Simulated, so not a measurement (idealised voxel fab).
Process module in this document: voxel capacitor over wiring
Cross-sectional view cut (width: 225 nm; square cell size: 5 nm).
We lay out every cross-section as a grid of square cells and spell it out in bands from the top down, where one band means one or more rows of cells. It is stipulated that each band's entry specify, in nanometres, the height of the top of the band and then that of its bottom, followed by the materials of the band in left-to-right sequence, each together with its width in nanometres. A single material marked by the word "edge to edge" is understood to fill the band from edge to edge; the word "blank" is understood to denote empty space. Basically, 0 is our baseline, since under it the wafer straight out of the box is all one material. The bottom band has no lower end and keeps on going down, so it looks like "0..down". Width: "30->40" (first number = top row, second number = bottom row, same change from row to row of cells). No cell of the cross-section changed in a step that is given as "no modification". The label "Enclosed void catalog" introduces a list of the empty spaces, 8 cells or larger, that have no open way up to the top; each entry in it reads width x height at distance, where the distance is taken from the left edge and all three are stated in nm. Read whatever lies past the settings on a step's line as the simulator's own remark about the step. The line of a step may include "overlay nm". On a step with a mask, this value is how far to the right of its planned place the mask lay. A negative value means the mask lay to the left.
Listed below are the process steps as planned:
1 RECEIVE: material Si
2 CONFORMAL_DEP: material SiO2, thk nm 15
3 CONFORMAL_DEP: material SiN, thk nm 5
4 DIRECTIONAL_DEP: material SiO2, thk nm 15
5 DIRECTIONAL_DEP: material aC, thk nm 10
6 PATTERN: tone open, mask id METAL_1, material resist, width nm 20, pitch nm 90, thk nm 25, overlay nm 0
7 DIRECTIONAL_ETCH: etch materials aC, depth nm 10
8 STRIP: etch materials resist
9 DIRECTIONAL_ETCH: etch materials SiO2, depth nm 15
10 DIRECTIONAL_ETCH: etch materials SiN, depth nm 5
11 STRIP: etch materials aC
12 CONFORMAL_DEP: material TiN, thk nm 5
13 FILL_DEP: material Cu, thk nm 10
14 CMP: height nm 35
15 EPI: material Ru, thk nm 5
16 FILL_DEP: material SiCN, thk nm 5
17 DIRECTIONAL_DEP: material SiO2, thk nm 20
18 PATTERN: tone open, mask id PLUG_1, material resist, width nm 15, thk nm 15, overlay nm 0
19 DIRECTIONAL_ETCH: etch materials SiO2, depth nm 20
20 DIRECTIONAL_ETCH: etch materials SiCN, depth nm 5
21 STRIP: etch materials resist
22 EPI: material Ru, thk nm 10
23 EPI: material Ru, thk nm 10
24 EPI: material Ru, thk nm 5
25 DIRECTIONAL_DEP: material TiN, thk nm 10
26 DIRECTIONAL_DEP: material SiN, thk nm 5
27 DIRECTIONAL_DEP: material TiN, thk nm 5
28 MASKED_ETCH: tone cover, mask id UPPER_PLATE, width nm 75, etch materials TiN, depth nm 5, overlay nm 0
29 MASKED_ETCH: tone cover, mask id UPPER_PLATE, width nm 75, etch materials SiN, depth nm 5, overlay nm 0
30 PATTERN: tone cover, mask id LOWER_PLATE, material resist, width nm 85, thk nm 15, overlay nm 0
31 DIRECTIONAL_ETCH: etch materials TiN, depth nm 10
32 STRIP: etch materials resist
33 FILL_DEP: material SiO2, thk nm 20
34 CMP: height nm 100
35 MASKED_ETCH: tone open, mask id PLUG_2, width nm 15, etch materials SiO2, depth nm 15, overlay nm 0
36 CONFORMAL_DEP: material TiN, thk nm 5
37 FILL_DEP: material Cu, thk nm 5
38 CMP: height nm 100
39 CONFORMAL_DEP: material SiCN, thk nm 5
Step 1 complete: cross-section of the wafer as received:
0..down: Si edge to edge
Enclosed void catalog: none
Here's the cross-section of the first of our two wafers at the end of the module - it ran as planned:
105..100: SiCN edge to edge
100..90: 70 of SiO2, 5 of TiN, 5 of Cu, 5 of TiN, 140 of SiO2
90..80: 70->60 of SiO2, 15->75 of TiN, 140->90 of SiO2
80..75: 60 of SiO2, 75 of SiN, 90 of SiO2
75..65: 55 of SiO2, 85 of TiN, 85 of SiO2
65..45: 60 of SiO2, 15 of Ru, 150 of SiO2
45..40: 60 of SiCN, 15 of Ru, 150 of SiCN
40..35: 50 of SiCN, 30 of Ru, 60 of SiCN, 30 of Ru, 55 of SiCN
35..20: 55 of SiO2, 5 of TiN, 10 of Cu, 5 of TiN, 70 of SiO2, 5 of TiN, 10 of Cu, 5 of TiN, 60 of SiO2
20..15: 55 of SiN, 20 of TiN, 70 of SiN, 20 of TiN, 60 of SiN
15..0: SiO2 edge to edge
0..down: Si edge to edge
Enclosed void catalog: none
Cross-section, second wafer: same start as the first, same plan as the first, one mistake in running it; taken at the end of the module:
105..100: SiCN edge to edge
100..90: 70 of SiO2, 5 of TiN, 5 of Cu, 5 of TiN, 140 of SiO2
90..85: 70 of SiO2, 15 of TiN, 140 of SiO2
85..80: SiO2 edge to edge
80..75: 60 of SiO2, 75 of SiN, 90 of SiO2
75..65: 55 of TiN, 5 of SiO2, 75 of TiN, 5 of SiO2, 85 of TiN
65..45: 60 of SiO2, 15 of Ru, 150 of SiO2
45..40: 60 of SiCN, 15 of Ru, 150 of SiCN
40..35: 50 of SiCN, 30 of Ru, 60 of SiCN, 30 of Ru, 55 of SiCN
35..20: 55 of SiO2, 5 of TiN, 10 of Cu, 5 of TiN, 70 of SiO2, 5 of TiN, 10 of Cu, 5 of TiN, 60 of SiO2
20..15: 55 of SiN, 20 of TiN, 70 of SiN, 20 of TiN, 60 of SiN
15..0: SiO2 edge to edge
0..down: Si edge to edge
Enclosed void catalog: none
Heads up, the wafer didn't run the way we planned it: step 30 did not happen as planned, as run it was PATTERN: tone open, mask id LOWER_PLATE, material resist, width nm 85, thk nm 15, overlay nm 0
Bottom line after processing is that, in cells, the second wafer is up or down on some materials versus the first: SiO2 -37 | TiN +37
